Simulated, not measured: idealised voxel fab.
A process module follows: voxel gate over fins.
Cross-section cut: width 150 nm, square cells of 5 nm.
Reading order for cross-sections: top band down to bottom band. Underlying form: a grid of square cells. Band size: one or more rows of cells.
In this notation a band is specified by the heights of its top and bottom, in that order and in nm, after which its materials appear from left to right, each paired with its width in nm. The word "all across" attached to a single material means that material fills the band from edge to edge; the word "empty" stands for empty space.
Height datum 0, below which the as-received substrate wafer is one material. Lowest band open at the bottom, running downward: "0 -> down".
Top row gets the first number, bottom row gets the second, and each row in between changes by the same step: that is how a band width like "30 to 40" works.
Given "identical to before" for a step, no cell of the cross-section differs between before and after that step.
The entry titled "Closed cavity list" provides the empty spaces that have no open way to the top, restricted to those of 8 cells or more. Each is presented as width x height at distance, the distance being measured from the left edge, with all three in nm.
On each step's line, the part that comes after the settings is the simulator's own comment on the step.
overlay nm: right-of-plan distance of the mask on a masked step; negative values mean left-of-plan.
Below is the list of planned process steps
- 1: RECEIVE | material Si
- 2: CONFORMAL_DEP | material SiN | thk nm 5
- 3: MASKED_ETCH | tone cover | mask id FINS | width nm 15 | pitch nm 45 | etch materials SiN | depth nm 5 | overlay nm 0
- 4: MASKED_ETCH | tone cover | mask id FINS | width nm 15 | pitch nm 45 | etch materials Si | depth nm 30 | overlay nm 0
- 5: OXIDIZE | depth nm 5
- 6: FILL_DEP | material SiO2 | thk nm 10
- 7: CMP | height nm 5
- 8: SELECTIVE_ETCH | etch materials SiO2 | depth nm 15
- 9: STRIP | etch materials SiN
- 10: CONFORMAL_DEP | material HfO2 | thk nm 5
- 11: CONFORMAL_DEP | material TiN | thk nm 5
- 12: FILL_DEP | material W | thk nm 15
- 13: CMP | height nm 20
- 14: CONFORMAL_DEP | material SiCN | thk nm 10
First wafer, two in total, run as planned
Incoming wafer in cross-section (state: after step 1)
0 -> down = Si all across
Closed cavity list: none
How the wafer stands in section after step 2
5 -> 0 = SiN all across
Under 0: no change, same as before.
How the wafer stands in section after step 3
5 -> 0 = empty 45 | SiN 15 | empty 30 | SiN 15 | empty 45
Under 0: no change, same as before.
How the wafer stands in section after step 4
5 -> 0 = empty 45 | SiN 15 | empty 30 | SiN 15 | empty 45
0 -> -30 = empty 45 | Si 15 | empty 30 | Si 15 | empty 45
Under -30: no change, same as before.
How the wafer stands in section after step 5
5 -> 0 = empty 45 | SiN 15 | empty 30 | SiN 15 | empty 45
0 -> -30 = empty 45 | SiO2 5 | Si 5 | SiO2 5 | empty 30 | SiO2 5 | Si 5 | SiO2 5 | empty 45
-30 -> -35 = SiO2 50 | Si 5 | SiO2 40 | Si 5 | SiO2 50
Under -35: no change, same as before.
How the wafer stands in section after step 6
15 -> 5 = SiO2 all across
5 -> 0 = SiO2 45 | SiN 15 | SiO2 30 | SiN 15 | SiO2 45
0 -> -35 = SiO2 50 | Si 5 | SiO2 40 | Si 5 | SiO2 50
Under -35: no change, same as before.
How the wafer stands in section after step 7
5 -> 0 = SiO2 45 | SiN 15 | SiO2 30 | SiN 15 | SiO2 45
Under 0: no change, same as before.
How the wafer stands in section after step 8
5 -> 0 = empty 45 | SiN 15 | empty 30 | SiN 15 | empty 45
0 -> -10 = empty 50 | Si 5 | empty 40 | Si 5 | empty 50
Under -10: no change, same as before.
How the wafer stands in section after step 9
0 -> -10 = empty 50 | Si 5 | empty 40 | Si 5 | empty 50
Under -10: no change, same as before.
How the wafer stands in section after step 10
5 -> 0 = empty 45 | HfO2 15 | empty 30 | HfO2 15 | empty 45
0 -> -5 = empty 45 | HfO2 5 | Si 5 | HfO2 5 | empty 30 | HfO2 5 | Si 5 | HfO2 5 | empty 45
-5 -> -10 = HfO2 50 | Si 5 | HfO2 40 | Si 5 | HfO2 50
Under -10: no change, same as before.
How the wafer stands in section after step 11
10 -> 5 = empty 40 | TiN 25 | empty 20 | TiN 25 | empty 40
5 -> 0 = empty 40 | TiN 5 | HfO2 15 | TiN 5 | empty 20 | TiN 5 | HfO2 15 | TiN 5 | empty 40
0 -> -5 = TiN 45 | HfO2 5 | Si 5 | HfO2 5 | TiN 30 | HfO2 5 | Si 5 | HfO2 5 | TiN 45
Under -5: no change, same as before.
How the wafer stands in section after step 12
25 -> 10 = W all across
10 -> 5 = W 40 | TiN 25 | W 20 | TiN 25 | W 40
5 -> 0 = W 40 | TiN 5 | HfO2 15 | TiN 5 | W 20 | TiN 5 | HfO2 15 | TiN 5 | W 40
Under 0: no change, same as before.
How the wafer stands in section after step 13
20 -> 10 = W all across
Under 10: no change, same as before.
How the wafer stands in section after step 14
30 -> 20 = SiCN all across
Under 20: no change, same as before.
Second wafer. Start and plan as for the first. One mistake made in running. Agrees with the first up to and including step 3
Second wafer, sectioned view, at step 4's planned end time
5 -> 0 = empty 45 | SiN 15 | empty 30 | SiN 15 | empty 45
0 -> -30 = empty 35 | Si 25 | empty 20 | Si 25 | empty 45
Under -30: no change, same as before.
Second wafer, sectioned view, at step 5's planned end time
5 -> 0 = empty 45 | SiN 15 | empty 30 | SiN 15 | empty 45
0 -> -5 = empty 35 | SiO2 15 | Si 5 | SiO2 5 | empty 20 | SiO2 15 | Si 5 | SiO2 5 | empty 45
-5 -> -30 = empty 35 | SiO2 5 | Si 15 | SiO2 5 | empty 20 | SiO2 5 | Si 15 | SiO2 5 | empty 45
-30 -> -35 = SiO2 40 | Si 15 | SiO2 30 | Si 15 | SiO2 50
Under -35: no change, same as before.
Second wafer, sectioned view, at step 6's planned end time
15 -> 5 = SiO2 all across
5 -> 0 = SiO2 45 | SiN 15 | SiO2 30 | SiN 15 | SiO2 45
0 -> -5 = SiO2 50 | Si 5 | SiO2 40 | Si 5 | SiO2 50
-5 -> -35 = SiO2 40 | Si 15 | SiO2 30 | Si 15 | SiO2 50
Under -35: no change, same as before.
Second wafer, sectioned view, at step 7's planned end time
5 -> 0 = SiO2 45 | SiN 15 | SiO2 30 | SiN 15 | SiO2 45
Under 0: no change, same as before.
Second wafer, sectioned view, at step 8's planned end time
5 -> 0 = empty 45 | SiN 15 | empty 30 | SiN 15 | empty 45
0 -> -10 = empty 50 to 40 | Si 5 to 15 | empty 40 to 30 | Si 5 to 15 | empty 50
Under -10: no change, same as before.
Second wafer, sectioned view, at step 9's planned end time
0 -> -10 = empty 50 to 40 | Si 5 to 15 | empty 40 to 30 | Si 5 to 15 | empty 50
Under -10: no change, same as before.
Second wafer, sectioned view, at step 10's planned end time
5 -> 0 = empty 45 | HfO2 15 | empty 30 | HfO2 15 | empty 45
0 -> -5 = empty 35 | HfO2 15 | Si 5 | HfO2 5 | empty 20 | HfO2 15 | Si 5 | HfO2 5 | empty 45
-5 -> -10 = HfO2 40 | Si 15 | HfO2 30 | Si 15 | HfO2 50
Under -10: no change, same as before.
Second wafer, sectioned view, at step 11's planned end time
10 -> 5 = empty 40 | TiN 25 | empty 20 | TiN 25 | empty 40
5 -> 0 = empty 30 | TiN 15 | HfO2 15 | TiN 5 | empty 10 | TiN 15 | HfO2 15 | TiN 5 | empty 40
0 -> -5 = TiN 35 | HfO2 15 | Si 5 | HfO2 5 | TiN 20 | HfO2 15 | Si 5 | HfO2 5 | TiN 45
Under -5: no change, same as before.
Second wafer, sectioned view, at step 12's planned end time
25 -> 10 = W all across
10 -> 5 = W 40 | TiN 25 | W 20 | TiN 25 | W 40
5 -> 0 = W 30 | TiN 15 | HfO2 15 | TiN 5 | W 10 | TiN 15 | HfO2 15 | TiN 5 | W 40
Under 0: no change, same as before.
Second wafer, sectioned view, at step 13's planned end time
20 -> 10 = W all across
Under 10: no change, same as before.
Second wafer, sectioned view, at step 14's planned end time
30 -> 20 = SiCN all across
Under 20: no change, same as before.
Which mistake was made when the wafer was run? off-plan run, step 4, actual operation and settings MASKED_ETCH | tone cover | mask id FINS | width nm 15 | pitch nm 45 | etch materials Si | depth nm 30 | overlay nm -10
Materials where the second wafer ends with more or fewer cells than the first: +24 Si | -20 SiO2 | -4 W
